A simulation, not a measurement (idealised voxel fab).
process module | voxel capacitor over wiring
cross-section cut | 155 nm wide | cells 5 nm
A cross-section is a grid of square cells, given in bands from the top down. A band is one or more rows of cells.
Each band's line starts with the height of the band's top and of its bottom, in nm. Then come its materials from left to right, each with its width in nm. One material with "throughout" fills the band from edge to edge. "air" is empty space.
Height 0 is the level under which the wafer as received is all one material. The lowest band goes on downwards, as in "0 down".
A width such as "30 to 40" changes by the same amount from each row of cells to the next, from the band's top row to its bottom row.
"no change" after a step means that no cell of the cross-section changed.
closed voids: empty space of 8 cells or more with no open way to the top, each as width x height at its distance from the left edge, in nm
after a step's settings: what the simulator itself notes on the step
overlay nm, on a step with a mask: how far to the right of its planned place the mask lay; to the left if negative
plan
1 op RECEIVE | material Si
2 op CONFORMAL_DEP | material SiO2 | thk nm 10
3 op CONFORMAL_DEP | material SiCN | thk nm 5
4 op DIRECTIONAL_DEP | material SiO2 | thk nm 15
5 op DIRECTIONAL_DEP | material aC | thk nm 15
6 op PATTERN | tone open | mask id METAL_1 | material resist | width nm 20 | pitch nm 80 | thk nm 35 | overlay nm 0
7 op DIRECTIONAL_ETCH | etch materials aC | depth nm 15
8 op STRIP | etch materials resist
9 op DIRECTIONAL_ETCH | etch materials SiO2 | depth nm 15
10 op DIRECTIONAL_ETCH | etch materials SiCN | depth nm 5
11 op STRIP | etch materials aC
12 op CONFORMAL_DEP | material TiN | thk nm 5
13 op FILL_DEP | material Ru | thk nm 5
14 op CMP | height nm 30
15 op EPI | material Ru | thk nm 5
16 op FILL_DEP | material SiCN | thk nm 5
17 op DIRECTIONAL_DEP | material lowk | thk nm 10
18 op MASKED_ETCH | tone open | mask id PLUG_1 | width nm 15 | etch materials lowk | depth nm 10 | overlay nm 0
19 op MASKED_ETCH | tone open | mask id PLUG_1 | width nm 15 | etch materials SiCN | depth nm 5 | overlay nm 0
20 op CONFORMAL_DEP | material TiN | thk nm 5
21 op FILL_DEP | material W | thk nm 5
22 op CMP | height nm 50
23 op DIRECTIONAL_DEP | material TiN | thk nm 5
24 op DIRECTIONAL_DEP | material HfO2 | thk nm 5
25 op DIRECTIONAL_DEP | material TiN | thk nm 10
26 op DIRECTIONAL_DEP | material aC | thk nm 15
27 op PATTERN | tone cover | mask id UPPER_PLATE | material resist | width nm 65 | thk nm 30 | overlay nm 0
28 op DIRECTIONAL_ETCH | etch materials aC | depth nm 15
29 op STRIP | etch materials resist
30 op DIRECTIONAL_ETCH | etch materials TiN | depth nm 10
31 op DIRECTIONAL_ETCH | etch materials HfO2 | depth nm 5
32 op STRIP | etch materials aC
33 op MASKED_ETCH | tone cover | mask id LOWER_PLATE | width nm 75 | etch materials TiN | depth nm 5 | overlay nm 0
34 op FILL_DEP | material SiO2 | thk nm 20
35 op CMP | height nm 85
36 op DIRECTIONAL_DEP | material aC | thk nm 15
37 op PATTERN | tone open | mask id PLUG_2 | material resist | width nm 15 | thk nm 30 | overlay nm 0
38 op DIRECTIONAL_ETCH | etch materials aC | depth nm 15
39 op STRIP | etch materials resist
40 op DIRECTIONAL_ETCH | etch materials SiO2 | depth nm 15
41 op STRIP | etch materials aC
42 op CONFORMAL_DEP | material TiN | thk nm 5
43 op FILL_DEP | material Cu | thk nm 10
44 op CMP | height nm 85
45 op CONFORMAL_DEP | material SiN | thk nm 5
as received, after step 1
  0 down: Si throughout
  closed voids: none
first wafer at the end, as planned
  90 to 85: SiN throughout
  85 to 75: SiO2 40 | TiN 5 | Cu 5 | TiN 5 | SiO2 100
  75 to 70: SiO2 40 | TiN 15 | SiO2 100
  70 to 60: SiO2 30 | TiN 65 | SiO2 60
  60 to 55: SiO2 30 | HfO2 65 | SiO2 60
  55 to 50: SiO2 25 | TiN 75 | SiO2 55
  50 to 40: lowk 30 | TiN 5 | W 5 | TiN 5 | lowk 110
  40 to 35: SiCN 30 | TiN 15 | SiCN 110
  35 to 30: SiCN 20 | Ru 30 | SiCN 50 | Ru 30 | SiCN 25
  30 to 15: SiO2 25 | TiN 5 | Ru 10 | TiN 5 | SiO2 60 | TiN 5 | Ru 10 | TiN 5 | SiO2 30
  15 to 10: SiCN 25 | TiN 20 | SiCN 60 | TiN 20 | SiCN 30
  10 to 0: SiO2 throughout
  0 down: Si throughout
  closed voids: none
second wafer at the end: like start, like plan, one mistake
  100 to 95: SiN throughout
  95 to 90: Cu throughout
  90 to 85: TiN 45 | Cu 5 | TiN 105
  85 to 75: SiO2 40 | TiN 5 | Cu 5 | TiN 5 | SiO2 100
  75 to 70: SiO2 40 | TiN 15 | SiO2 100
  70 to 60: SiO2 30 | TiN 65 | SiO2 60
  60 to 55: SiO2 30 | HfO2 65 | SiO2 60
  55 to 50: SiO2 25 | TiN 75 | SiO2 55
  50 to 40: lowk 30 | TiN 5 | W 5 | TiN 5 | lowk 110
  40 to 35: SiCN 30 | TiN 15 | SiCN 110
  35 to 30: SiCN 20 | Ru 30 | SiCN 50 | Ru 30 | SiCN 25
  30 to 15: SiO2 25 | TiN 5 | Ru 10 | TiN 5 | SiO2 60 | TiN 5 | Ru 10 | TiN 5 | SiO2 30
  15 to 10: SiCN 25 | TiN 20 | SiCN 60 | TiN 20 | SiCN 30
  10 to 0: SiO2 throughout
  0 down: Si throughout
  closed voids: none
what went wrong: step 44 ran as: op CMP | height nm 95
at the end the second wafer has, in cells: 32 more of Cu | 30 more of TiN
